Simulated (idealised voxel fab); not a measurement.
Documented hereafter: the process module known as voxel capacitor over wiring.
Square cell edge 5 nm, section width 295 nm, ID cut.
Just so we're on the same page, the cross-sections are grids of square cells, and they're listed out in bands top to bottom, each band one or more rows deep. This entry defines a band. It first specifies the height of the band's top and the height of its bottom in nm, and then specifies the band's materials from left to right, stating each material with its width in nm. The word "full width" identifies a single material that fills the band from edge to edge, while the word "empty" identifies empty space. It should be noted that heights are counted from 0, beneath which the wafer as supplied is of one material throughout, and that the lowest band possesses no lower boundary but continues downward, as written in "0..down". Graded width ("30->40"): value in top row of band = first number; value in bottom row = second number; row-to-row change constant. The cross-section has no changed cell in any step marked "nothing was modified". "Enclosed cavities" contains a list of empty spaces, each no smaller than 8 cells and without an open way to the top, written in the form width x height at distance with the distance from the left edge and all three in nm. Heads up: the bit after the settings on a step's line is the simulator's remark on that step. What "overlay nm" on a step's line means: if the step has a mask, that mask lay this far to the right of its planned place, or, when the value is negative, to the left.
These are the steps we planned for the process:
1,RECEIVE with material Si
2,CONFORMAL_DEP with material SiO2, thk nm 10
3,DIRECTIONAL_DEP with material TiN, thk nm 5
4,DIRECTIONAL_DEP with material W, thk nm 25
5,MASKED_ETCH with tone cover, mask id METAL_1, width nm 20, pitch nm 80, etch materials W, depth nm 25, overlay nm 0
6,MASKED_ETCH with tone cover, mask id METAL_1, width nm 20, pitch nm 80, etch materials TiN, depth nm 5, overlay nm 0
7,FILL_DEP with material SiO2, thk nm 5
8,CMP with height nm 40
9,CONFORMAL_DEP with material SiCN, thk nm 5
10,DIRECTIONAL_DEP with material SiO2, thk nm 15
11,DIRECTIONAL_DEP with material aC, thk nm 10
12,PATTERN with tone open, mask id PLUG_1, material resist, width nm 15, thk nm 25, overlay nm 0
13,DIRECTIONAL_ETCH with etch materials aC, depth nm 10
14,STRIP with etch materials resist
15,DIRECTIONAL_ETCH with etch materials SiO2, depth nm 15
16,DIRECTIONAL_ETCH with etch materials SiCN, depth nm 5
17,STRIP with etch materials aC
18,EPI with material Ru, thk nm 10
19,EPI with material Ru, thk nm 10
20,DIRECTIONAL_DEP with material TiN, thk nm 5
21,DIRECTIONAL_DEP with material Al2O3, thk nm 5
22,DIRECTIONAL_DEP with material TiN, thk nm 10
23,MASKED_ETCH with tone cover, mask id UPPER_PLATE, width nm 65, etch materials TiN, depth nm 10, overlay nm 0
24,MASKED_ETCH with tone cover, mask id UPPER_PLATE, width nm 65, etch materials Al2O3, depth nm 5, overlay nm 0
25,PATTERN with tone cover, mask id LOWER_PLATE, material resist, width nm 75, thk nm 15, overlay nm 0
26,DIRECTIONAL_ETCH with etch materials TiN, depth nm 5
27,STRIP with etch materials resist
28,FILL_DEP with material SiO2, thk nm 20
29,CMP with height nm 85
30,DIRECTIONAL_DEP with material aC, thk nm 15
31,PATTERN with tone open, mask id PLUG_2, material resist, width nm 15, thk nm 30, overlay nm 0
32,DIRECTIONAL_ETCH with etch materials aC, depth nm 15
33,STRIP with etch materials resist
34,DIRECTIONAL_ETCH with etch materials SiO2, depth nm 15
35,STRIP with etch materials aC
36,CONFORMAL_DEP with material TiN, thk nm 5
37,FILL_DEP with material Ru, thk nm 5
38,CMP with height nm 95
39,CONFORMAL_DEP with material SiCN, thk nm 5
What sets these wafers apart? The height nm at step 29. They all start alike, and the plan carries the first wafer's value.
As-received cross-section, first of several wafers, post step 1:
* 0..down | Si full width
* Enclosed cavities: none
Cross-section after step 39, the final step of the module, for the first of several wafers:
* 100..95 | SiCN full width
* 95..90 | Ru full width
* 90..85 | TiN: 115  Ru: 5  TiN: 175
* 85..80 | SiO2: 110  TiN: 15  SiO2: 170
* 80..70 | SiO2: 100  TiN: 65  SiO2: 130
* 70..65 | SiO2: 100  Al2O3: 65  SiO2: 130
* 65..60 | SiO2: 95  TiN: 75  SiO2: 125
* 60..45 | SiO2: 100  Ru: 15  SiO2: 180
* 45..40 | SiCN: 100  Ru: 15  SiCN: 180
* 40..15 | SiO2: 95  W: 20  SiO2: 60  W: 20  SiO2: 100
* 15..10 | SiO2: 95  TiN: 20  SiO2: 60  TiN: 20  SiO2: 100
* 10..0 | SiO2 full width
* 0..down | Si full width
* Enclosed cavities: none
End of module: cross-section, last of several wafers:
* 100..95 | SiCN full width
* 95..90 | SiO2: 110  TiN: 5  Ru: 5  TiN: 5  SiO2: 170
* 90..85 | SiO2: 110  TiN: 15  SiO2: 170
* 85..80 | SiO2 full width
* 80..70 | SiO2: 100  TiN: 65  SiO2: 130
* 70..65 | SiO2: 100  Al2O3: 65  SiO2: 130
* 65..60 | SiO2: 95  TiN: 75  SiO2: 125
* 60..45 | SiO2: 100  Ru: 15  SiO2: 180
* 45..40 | SiCN: 100  Ru: 15  SiCN: 180
* 40..15 | SiO2: 95  W: 20  SiO2: 60  W: 20  SiO2: 100
* 15..10 | SiO2: 95  TiN: 20  SiO2: 60  TiN: 20  SiO2: 100
* 10..0 | SiO2 full width
* 0..down | Si full width
* Enclosed cavities: none
Per wafer (row), end of module: delta in cells per material since receipt, (+) for gained, (-) for lost; closed voids after that:
height nm 85; +13 Al2O3; +72 Ru; +115 SiCN; +830 SiO2; +110 TiN; +40 W; Enclosed cavities: none
height nm 90; +13 Al2O3; +14 Ru; +115 SiCN; +886 SiO2; +112 TiN; +40 W; Enclosed cavities: none
height nm 95; +13 Al2O3; +14 Ru; +115 SiCN; +942 SiO2; +56 TiN; +40 W; Enclosed cavities: none
height nm 100; +13 Al2O3; +13 Ru; +115 SiCN; +945 SiO2; +54 TiN; +40 W; Enclosed cavities: none
